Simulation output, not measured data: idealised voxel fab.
process module | voxel self aligned contacts
The width of the displayed cross-section, cut, is 275 nm; its cells are square, with a size of 5 nm.
Cross-sections here: square-cell grids, written as top-down lists of bands, a band being one or more rows of cells. What a band's entry tells you: where the top is and where the bottom is, as heights in nm, and after that what lies inside, material by material from left to right, each with its width in nm. Empty space is written as the word "empty", and a single material marked with the word "edge to edge" occupies the band from edge to edge. Zero point of the height axis is 0; under it, received wafer = one material. Lowest band: continues down indefinitely, "0 nm and below". Top row gets the first number, bottom row gets the second, and each row in between changes by the same step: that is how a band width like "30->40" works. What does "identical to before" mean for a step? It means no cell of the cross-section changed in that step. Any empty space of 8 cells or more lacking an open way to the top shows up in "Enclosed voids" as width x height at distance, distance from the left edge, in nm. What comes after the settings on a step's line is commentary from the simulator itself on that step. A step line may carry the setting "overlay nm", which, for steps involving a mask, states the distance by which the mask lay to the right of its intended position; negative values denote displacement to the left.

### Here's what the planned process steps look like
step 1: RECEIVE | material Si
step 2: OXIDIZE | depth nm 5
step 3: DIRECTIONAL_DEP | material polySi | thk nm 30
step 4: DIRECTIONAL_DEP | material SiN | thk nm 20
step 5: PATTERN | tone cover | mask id GATE | material resist | width nm 35 | pitch nm 65 | thk nm 20 | overlay nm 0
step 6: DIRECTIONAL_ETCH | etch materials SiN | depth nm 20
step 7: DIRECTIONAL_ETCH | etch materials polySi | depth nm 30
step 8: STRIP | etch materials resist
step 9: CONFORMAL_DEP | material SiN | thk nm 5
step 10: DIRECTIONAL_ETCH | etch materials SiN | depth nm 5
step 11: FILL_DEP | material SiO2 | thk nm 10
step 12: CMP | height nm 55
step 13: PATTERN | tone open | mask id CONTACT | material resist | width nm 40 | pitch nm 65 | thk nm 15 | overlay nm 0
step 14: DIRECTIONAL_ETCH | etch materials SiO2 | depth nm 60
step 15: STRIP | etch materials resist
step 16: CONFORMAL_DEP | material TiN | thk nm 5
step 17: FILL_DEP | material W | thk nm 5
step 18: CMP | height nm 55
step 19: CONFORMAL_DEP | material SiCN | thk nm 5

### Cross-section, incoming material, after step 1
0 nm and below: Si edge to edge
Enclosed voids: none

### The first of two wafers, cross-sectioned at the end of the module, with the run proceeding as planned
60 nm to 55 nm: SiCN edge to edge
55 nm to 50 nm: 85 SiO2  15 TiN  10 W  15 TiN  25 SiO2  15 TiN  10 W  15 TiN  85 SiO2
50 nm to 30 nm: 50 SiO2  45 SiN  5 TiN  10 W  5 TiN  45 SiN  5 TiN  10 W  5 TiN  45 SiN  50 SiO2
30 nm to 0 nm: 50 SiO2  5 SiN  35 polySi  5 SiN  5 TiN  10 W  5 TiN  5 SiN  35 polySi  5 SiN  5 TiN  10 W  5 TiN  5 SiN  35 polySi  5 SiN  50 SiO2
0 nm to -5 nm: 95 SiO2  20 TiN  45 SiO2  20 TiN  95 SiO2
-5 nm and below: Si edge to edge
Enclosed voids: none

### End-of-module cross-section of the second wafer: identical starting point and process plan to the first, with one processing mistake
60 nm to 55 nm: SiCN edge to edge
55 nm to 50 nm: 85 SiO2  10 TiN  10 W  20 TiN  25 SiO2  10 TiN  10 W  20 TiN  85 SiO2
50 nm to 30 nm: 45 SiO2  45 SiN  5 TiN  10 W  5 TiN  45 SiN  5 TiN  10 W  5 TiN  45 SiN  55 SiO2
30 nm to 0 nm: 45 SiO2  5 SiN  35 polySi  5 SiN  5 TiN  10 W  5 TiN  5 SiN  35 polySi  5 SiN  5 TiN  10 W  5 TiN  5 SiN  35 polySi  5 SiN  55 SiO2
0 nm to -5 nm: 90 SiO2  20 TiN  45 SiO2  20 TiN  100 SiO2
-5 nm and below: Si edge to edge
Enclosed voids: none
Want to know what went wrong? step 5: run off-plan, actual operation and settings PATTERN | tone cover | mask id GATE | material resist | width nm 35 | pitch nm 65 | thk nm 20 | overlay nm -5
At the close, every material occupies the same number of cells on the second wafer as on the first, only in different positions.
